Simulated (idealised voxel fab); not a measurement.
The name of this process module is voxel self aligned vias.
The cross-section on display is named cut; it measures 300 nm wide, and its cells are 5 nm squares.
Cross-section spec: square-cell grid; bands listed top down; each band is one or more rows. Read a band's entry like this: the first values are the height of its top and the height of its bottom in nm, and what follows is the sequence of materials from left to right, each with its width in nm. Note that "blank" is empty space, and that a single material marked "everywhere" reaches across the band from edge to edge. Height is counted from the level 0, under which the received wafer is composed throughout of one material. The lowest of the bands is not closed at the bottom but continues downward, in the notation "0 -> down". Width spec "30..40" -> top row of cells at first value, bottom row at second value, equal per-row change in between. "no change" -> step changed no cross-section cell. You'll see "Closed void inventory" listing empty spaces that have no way open to the top, as long as they're 8 cells or more; the notation is width x height at distance, where the distance is from the left edge, and all of it is in nm. It should be noted that, on the line of a given step, the content following the step's settings is a remark produced by the simulator itself with respect to that step. The setting "overlay nm" may be written on the line of a step. When the step uses a mask, the value reports how far to the right of the planned place the mask lay, and a negative value reports that it lay to the left.
This section lists the process steps that were planned:
step 1: RECEIVE (material Si)
step 2: CONFORMAL_DEP (material SiO2; thk nm 10)
step 3: CONFORMAL_DEP (material SiCN; thk nm 5)
step 4: DIRECTIONAL_DEP (material SiO2; thk nm 20)
step 5: MASKED_ETCH (tone open; mask id LINES; width nm 30; pitch nm 70; etch materials SiO2; depth nm 20; overlay nm 0)
step 6: CONFORMAL_DEP (material TiN; thk nm 5)
step 7: FILL_DEP (material Ru; thk nm 10)
step 8: CMP (height nm 35)
step 9: SELECTIVE_ETCH (etch materials W Ru TiN; depth nm 5)
step 10: FILL_DEP (material SiN; thk nm 10)
step 11: CMP (height nm 35)
step 12: DIRECTIONAL_DEP (material SiO2; thk nm 15)
step 13: MASKED_ETCH (tone open; mask id VIAS; width nm 50; etch materials SiO2; depth nm 15; overlay nm 0)
step 14: MASKED_ETCH (tone open; mask id VIAS; width nm 50; etch materials SiN; depth nm 5; overlay nm 0)
step 15: CONFORMAL_DEP (material TiN; thk nm 5)
step 16: FILL_DEP (material W; thk nm 5)
step 17: CMP (height nm 50)
step 18: CONFORMAL_DEP (material SiCN; thk nm 5)
Cross-section of the incoming wafer, state after step 1:
	0 -> down = Si everywhere
	Closed void inventory: none
Post-module cross-section: identical start and plan to those above, one misstep in execution:
	55 -> 50 = SiCN everywhere
	50 -> 40 = SiO2: 90; TiN: 5; W: 40; TiN: 5; SiO2: 160
	40 -> 35 = SiO2: 90; TiN: 25; W: 20; TiN: 5; SiO2: 160
	35 -> 30 = SiO2: 110; TiN: 30; SiO2: 40; SiN: 30; SiO2: 90
	30 -> 20 = SiO2: 110; TiN: 5; Ru: 20; TiN: 5; SiO2: 40; TiN: 5; Ru: 20; TiN: 5; SiO2: 90
	20 -> 15 = SiO2: 110; TiN: 30; SiO2: 40; TiN: 30; SiO2: 90
	15 -> 10 = SiCN everywhere
	10 -> 0 = SiO2 everywhere
	0 -> down = Si everywhere
	Closed void inventory: none
Here's what went sideways: step 5: run off-plan, actual operation and settings MASKED_ETCH (tone open; mask id LINES; width nm 30; pitch nm 70; etch materials SiO2; depth nm 20; overlay nm 10)
